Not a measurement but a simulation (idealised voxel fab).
Process module in this document: voxel self aligned vias
Section cut is 215 nm wide and gridded with 5 nm square cells.
Cross-section, as written here: a square-cell grid given band by band from the top down, where a band holds one or more rows of cells.
It is stipulated that each band's entry specify, in nanometres, the height of the top of the band and then that of its bottom, followed by the materials of the band in left-to-right sequence, each together with its width in nanometres. A single material marked by the word "edge to edge" is understood to fill the band from edge to edge; the word "empty" is understood to denote empty space.
Zero point of the height axis is 0; under it, received wafer = one material. Lowest band: continues down indefinitely, "top 0, no bottom".
The two numbers in a width such as "30..40" mark its ends across the band: the first belongs to the top row of cells, the second to the bottom row, and from each row to the next the width moves by the same amount.
Step note "nothing was modified" = no cross-section cell changed.
"Enclosed void catalog" means: voids of 8 cells or more that are shut off from the top with no open way through. Written width x height at distance, distance from the left edge, in nm.
Anything after a step's settings on that line? It's the simulator's own note about the step.
Steps that use a mask can have "overlay nm" on their line. It says how far the mask sat to the right of where it was meant to be. Negative means to the left.
**Intended process steps**
step 1: op RECEIVE | material Si
step 2: op CONFORMAL_DEP | material SiO2 | thk nm 10
step 3: op CONFORMAL_DEP | material SiCN | thk nm 5
step 4: op DIRECTIONAL_DEP | material lowk | thk nm 20
step 5: op MASKED_ETCH | tone open | mask id LINES | width nm 30 | pitch nm 60 | etch materials lowk | depth nm 20 | overlay nm 0
step 6: op CONFORMAL_DEP | material TiN | thk nm 5
step 7: op FILL_DEP | material W | thk nm 5
step 8: op CMP | height nm 35
step 9: op SELECTIVE_ETCH | etch materials W Ru TiN | depth nm 10
step 10: op FILL_DEP | material SiN | thk nm 10
step 11: op CMP | height nm 35
step 12: op DIRECTIONAL_DEP | material lowk | thk nm 20
step 13: op PATTERN | tone open | mask id VIAS | material resist | width nm 30 | pitch nm 60 | thk nm 15 | overlay nm 0
step 14: op DIRECTIONAL_ETCH | etch materials lowk | depth nm 20
step 15: op DIRECTIONAL_ETCH | etch materials SiN | depth nm 10
step 16: op STRIP | etch materials resist
step 17: op CONFORMAL_DEP | material TiN | thk nm 5
step 18: op FILL_DEP | material Cu | thk nm 10
step 19: op CMP | height nm 55
step 20: op CONFORMAL_DEP | material SiCN | thk nm 5
It is noted that the wafers described herein are identical at the outset and are distinguished by the width nm of step 13; the value stated in the plan corresponds to the first wafer.
**As-received state after step 1, first of several wafers, cross-section**
	top 0, no bottom: Si edge to edge
	Enclosed void catalog: none
**Take a look at the first of several wafers in cross-section: the module is done, and step 20 was its last step**
	top 60, bottom 55: SiCN edge to edge
	top 55, bottom 30: lowk: 30, TiN: 5, Cu: 20, TiN: 5, lowk: 30, TiN: 5, Cu: 20, TiN: 5, lowk: 30, TiN: 5, Cu: 20, TiN: 5, lowk: 35
	top 30, bottom 25: lowk: 30, TiN: 30, lowk: 30, TiN: 30, lowk: 30, TiN: 30, lowk: 35
	top 25, bottom 20: lowk: 30, TiN: 5, W: 20, TiN: 5, lowk: 30, TiN: 5, W: 20, TiN: 5, lowk: 30, TiN: 5, W: 20, TiN: 5, lowk: 35
	top 20, bottom 15: lowk: 30, TiN: 30, lowk: 30, TiN: 30, lowk: 30, TiN: 30, lowk: 35
	top 15, bottom 10: SiCN edge to edge
	top 10, bottom 0: SiO2 edge to edge
	top 0, no bottom: Si edge to edge
	Enclosed void catalog: none
**Final wafer of several, shown in cross-section at the end of the module**
	top 60, bottom 55: SiCN edge to edge
	top 55, bottom 40: lowk: 25, TiN: 5, Cu: 35, TiN: 5, lowk: 15, TiN: 5, Cu: 35, TiN: 5, lowk: 15, TiN: 5, Cu: 35, TiN: 5, lowk: 25
	top 40, bottom 30: lowk: 25..30, TiN: 10..5, Cu: 20, TiN: 15..5, lowk: 15..30, TiN: 10..5, Cu: 20, TiN: 15..5, lowk: 15..30, TiN: 10..5, Cu: 20, TiN: 15..5, lowk: 25..35
	top 30, bottom 25: lowk: 30, TiN: 30, lowk: 30, TiN: 30, lowk: 30, TiN: 30, lowk: 35
	top 25, bottom 20: lowk: 30, TiN: 5, W: 20, TiN: 5, lowk: 30, TiN: 5, W: 20, TiN: 5, lowk: 30, TiN: 5, W: 20, TiN: 5, lowk: 35
	top 20, bottom 15: lowk: 30, TiN: 30, lowk: 30, TiN: 30, lowk: 30, TiN: 30, lowk: 35
	top 15, bottom 10: SiCN edge to edge
	top 10, bottom 0: SiO2 edge to edge
	top 0, no bottom: Si edge to edge
	Enclosed void catalog: none
**Quick key for the table: a row per wafer, taken at the end of the module. For each material it tells you how many cells the wafer gained (+) or lost (-) since it came in, and the closed voids come after**
width nm 30 | +60 Cu | +86 SiCN | +86 SiO2 | +72 TiN | +12 W | +200 lowk | Enclosed void catalog: none
width nm 35 | +69 Cu | +86 SiCN | +86 SiO2 | +75 TiN | +12 W | +188 lowk | Enclosed void catalog: none
width nm 40 | +78 Cu | +86 SiCN | +86 SiO2 | +78 TiN | +12 W | +176 lowk | Enclosed void catalog: none
width nm 45 | +87 Cu | +86 SiCN | +86 SiO2 | +81 TiN | +12 W | +164 lowk | Enclosed void catalog: none
